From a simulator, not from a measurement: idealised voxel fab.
Documented hereafter: the process module known as voxel gate over fins.
We display cut, a cross-section 270 nm in width whose square cells are each 5 nm.
Throughout this document, each cross-section is represented as a grid of square cells and is presented as a sequence of bands enumerated from the top downward, where a band comprises one or more rows of cells.
A band entry consists of two parts. The first gives the height of the band's top and the height of its bottom, in nm. The rest lists the band's materials from left to right, each with its width in nm. A single material labelled with the word "everywhere" fills the band from edge to edge, and the word "empty" marks empty space.
It should be noted that heights are counted from 0, beneath which the wafer as supplied is of one material throughout, and that the lowest band possesses no lower boundary but continues downward, as written in "z 0 and below".
The expression "30 to 40" gives the width at the extremes of the band, the first number at its top row of cells and the second at its bottom row, with the width changing by equal amounts from each row to the next in between.
Where the words "no modification" appear for a step, the cross-section shows no cell changed by that step; every cell remained as before.
What "Completely sealed voids" gives you is every empty space of 8 cells or more that is cut off from the top. Each appears as width x height at distance, with the distance taken from the left edge and width, height and distance all in nm.
Read whatever lies past the settings on a step's line as the simulator's own remark about the step.
Each step line may optionally specify "overlay nm", which for a step with a mask gives the rightward distance between the mask's planned place and where it lay, a negative value indicating the leftward direction.
The process steps that were planned are listed below:
1,op RECEIVE | material Si
2,op CONFORMAL_DEP | material SiN | thk nm 5
3,op DIRECTIONAL_DEP | material aC | thk nm 10
4,op PATTERN | tone cover | mask id FINS | material resist | width nm 15 | pitch nm 50 | thk nm 30 | overlay nm 0
5,op DIRECTIONAL_ETCH | etch materials aC | depth nm 10
6,op STRIP | etch materials resist
7,op DIRECTIONAL_ETCH | etch materials SiN | depth nm 5
8,op DIRECTIONAL_ETCH | etch materials Si | depth nm 40
9,op STRIP | etch materials aC
10,op FILL_DEP | material SiO2 | thk nm 5
11,op CMP | height nm 5
12,op PATTERN | tone open | mask id RAIL | material resist | width nm 15 | thk nm 20 | overlay nm 0
13,op DIRECTIONAL_ETCH | etch materials SiO2 | depth nm 40
14,op STRIP | etch materials resist
15,op CONFORMAL_DEP | material TiN | thk nm 5
16,op FILL_DEP | material W | thk nm 5
17,op CMP | height nm 5
18,op SELECTIVE_ETCH | etch materials W Ru TiN | depth nm 20
19,op FILL_DEP | material SiO2 | thk nm 5
20,op CMP | height nm 5
21,op SELECTIVE_ETCH | etch materials SiO2 | depth nm 15
22,op STRIP | etch materials SiN
23,op CONFORMAL_DEP | material HfO2 | thk nm 5
24,op CONFORMAL_DEP | material TiN | thk nm 5
25,op FILL_DEP | material W | thk nm 10
26,op CMP | height nm 15
27,op CONFORMAL_DEP | material SiCN | thk nm 5
Incoming wafer in cross-section (state: after step 1):
* z 0 and below | Si everywhere
* Completely sealed voids: none
This is how the wafer looks in cross-section once the module is done, given the starting state and plan above and one mistake in carrying the plan out:
* z 20 to 15 | SiCN everywhere
* z 15 to 10 | W everywhere
* z 10 to 5 | W 90 nm  TiN 35 nm  W 15 nm  TiN 35 nm  W 95 nm
* z 5 to 0 | W 90 nm  TiN 5 nm  HfO2 25 nm  TiN 5 nm  W 15 nm  TiN 5 nm  HfO2 25 nm  TiN 5 nm  W 95 nm
* z 0 to -5 | TiN 95 nm  HfO2 5 nm  Si 15 nm  HfO2 5 nm  TiN 25 nm  HfO2 5 nm  Si 15 nm  HfO2 5 nm  TiN 100 nm
* z -5 to -10 | HfO2 90 nm  TiN 5 nm  HfO2 5 nm  Si 15 nm  HfO2 5 nm  TiN 5 nm  HfO2 15 nm  TiN 5 nm  HfO2 5 nm  Si 15 nm  HfO2 5 nm  TiN 5 nm  HfO2 95 nm
* z -10 to -15 | SiO2 85 nm  HfO2 15 nm  Si 15 nm  HfO2 15 nm  SiO2 5 nm  HfO2 15 nm  Si 15 nm  HfO2 15 nm  SiO2 90 nm
* z -15 to -30 | SiO2 100 nm  Si 15 nm  SiO2 10 nm  TiN 5 nm  W 5 nm  TiN 5 nm  SiO2 10 nm  Si 15 nm  SiO2 105 nm
* z -30 to -35 | SiO2 100 nm  Si 15 nm  SiO2 10 nm  TiN 15 nm  SiO2 10 nm  Si 15 nm  SiO2 105 nm
* z -35 to -40 | SiO2 100 nm  Si 15 nm  SiO2 35 nm  Si 15 nm  SiO2 105 nm
* z -40 and below | Si everywhere
* Completely sealed voids: none
Against the plan, the run slipped here: the run placed steps 21 and 22 each in the position the plan gave to the other
